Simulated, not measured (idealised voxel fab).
The process module that follows is named voxel fin reveal.
The width of the displayed cross-section, cut, is 285 nm; its cells are square, with a size of 5 nm.
Square cells in a grid make up a cross-section in this document, and the grid is given as bands, listed from the top down, each one or more rows of cells.
Each band's line starts with the height of the band's top and of its bottom, in nm. Then come its materials from left to right, each with its width in nm. One material with "all across" fills the band from edge to edge. "air" is empty space.
Heights are measured from 0, the level below which the as-received wafer is all one material; the lowest band has no bottom and continues downward, written as in "from 0 down".
So if you see something like "30->40" for the width, read it as the top row of the band sitting at the first number and the bottom row at the second, with every row in between moving by the same amount as the last.
Step marked "changes: none"? Then no cell in the cross-section changed in it.
The entry "Catalogued sealed voids" lists the empty spaces that cover at least 8 cells and have no open path to the top. Each is written as width x height at distance, where the distance is measured from the left edge and all three values are in nm.
Note: text after step settings on the step line = simulator remark on that step.
The line of a step may include "overlay nm". On a step with a mask, this value is how far to the right of its planned place the mask lay. A negative value means the mask lay to the left.

## Steps planned for the process
1 RECEIVE: material Si
2 CONFORMAL_DEP: material SiN, thk nm 10
3 MASKED_ETCH: tone cover, mask id FINS, width nm 15, pitch nm 35, etch materials SiN, depth nm 10, overlay nm 0
4 MASKED_ETCH: tone cover, mask id FINS, width nm 15, pitch nm 35, etch materials Si, depth nm 30, overlay nm 0
5 OXIDIZE: depth nm 5
6 FILL_DEP: material SiO2, thk nm 15
7 CMP: height nm 10
8 SELECTIVE_ETCH: etch materials SiO2, depth nm 20
9 STRIP: etch materials SiN
10 CONFORMAL_DEP: material SiO2, thk nm 5

## The cross-section here shows the wafer as received, i.e. in its state after step 1
    from 0 down | Si all across
    Catalogued sealed voids: none

## This is how the wafer looks in cross-section once the module is done, given the starting state and plan above and one mistake in carrying the plan out
    from 5 to 0 | 80 air  20 SiO2  15 air  20 SiO2  15 air  20 SiO2  15 air  20 SiO2  80 air
    from 0 to -5 | 80 air  5 SiO2  10 Si  5 SiO2  15 air  5 SiO2  10 Si  5 SiO2  15 air  5 SiO2  10 Si  5 SiO2  15 air  5 SiO2  10 Si  5 SiO2  80 air
    from -5 to -35 | 85 SiO2  10 Si  25 SiO2  10 Si  25 SiO2  10 Si  25 SiO2  10 Si  85 SiO2
    from -35 down | Si all across
    Catalogued sealed voids: none
Nonconformance to the process plan: not per plan at step 3, really ran MASKED_ETCH: tone cover, mask id FINS, width nm 20, pitch nm 35, etch materials SiN, depth nm 10, overlay nm 0
